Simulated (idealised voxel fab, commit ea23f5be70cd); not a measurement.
The document below concerns the process module designated voxel double patterning.
Cross-section cut spans 200 nm and uses square cells 5 nm in size.
In what follows, cross-sections appear as grids of square cells, described through bands that run from the top down, where every band is one or more rows of cells.
Heights first: top, then bottom, in nm. Then materials, left to right, each with a width in nm. "everywhere" on a single material: fills the band edge to edge. "air": empty space.
Beneath 0, the wafer as received is one material, and that level is where height counting begins. The lowest band goes on downward without a bottom; it is written like "0 -> down".
Width "30 to 40": first value at the band's top row of cells, second value at its bottom row, equal change from row to row.
For the purposes of this document, the phrase "same as before" attached to a step denotes that no cell within the cross-section was modified by that step.
The entry titled "Internal closed voids" provides the empty spaces that have no open way to the top, restricted to those of 8 cells or more. Each is presented as width x height at distance, the distance being measured from the left edge, with all three in nm.
It should be noted that, on the line of a given step, the content following the step's settings is a remark produced by the simulator itself with respect to that step.
If you see "overlay nm" on a step's line and that step has a mask, it's telling you how far right of where it was planned the mask ended up; a negative number means it went left instead.
**This section lists the process steps that were planned**
| 1 | RECEIVE with material Si |
| 2 | CONFORMAL_DEP with material SiO2, thk nm 10 |
| 3 | DIRECTIONAL_DEP with material TiN, thk nm 20 |
| 4 | DIRECTIONAL_DEP with material SiN, thk nm 5 |
| 5 | MASKED_ETCH with tone open, mask id FIRST, width nm 15, pitch nm 50, etch materials SiN, depth nm 5, overlay nm 0 |
| 6 | DIRECTIONAL_DEP with material aC, thk nm 15 |
| 7 | PATTERN with tone open, mask id SECOND, material resist, width nm 15, thk nm 35, overlay nm 0 |
| 8 | DIRECTIONAL_ETCH with etch materials aC, depth nm 15 |
| 9 | STRIP with etch materials resist |
| 10 | DIRECTIONAL_ETCH with etch materials SiN, depth nm 5 |
| 11 | STRIP with etch materials aC |
| 12 | DIRECTIONAL_ETCH with etch materials TiN, depth nm 20 |
| 13 | STRIP with etch materials SiN |
The wafers in this document start out alike and differ in the width nm applied at step 7; the plan shows the value used for the first wafer.
**Received wafers, first of several: cross-section after step 1**
* 0 -> down: Si everywhere
* Internal closed voids: none
**Depicted here is the first of several wafers in cross-section, at module completion following the last step, step 13**
* 30 -> 10: 65 of TiN; 15 of air; 10 of TiN; 15 of air; 10 of TiN; 15 of air; 70 of TiN
* 10 -> 0: SiO2 everywhere
* 0 -> down: Si everywhere
* Internal closed voids: none
**Final wafer of several, shown in cross-section at the end of the module**
* 30 -> 10: 65 of TiN; 15 of air; 5 of TiN; 45 of air; 70 of TiN
* 10 -> 0: SiO2 everywhere
* 0 -> down: Si everywhere
* Internal closed voids: none
**Here is how to read the rows: every wafer has a row, and it shows the wafer at the end of the module, giving for each material how many cells were gained (+) or lost (-) since the wafer was received, then listing its closed voids**
width nm 15, +80 SiO2, +124 TiN, Internal closed voids: none
width nm 20, +80 SiO2, +120 TiN, Internal closed voids: none
width nm 25, +80 SiO2, +116 TiN, Internal closed voids: none
width nm 30, +80 SiO2, +112 TiN, Internal closed voids: none
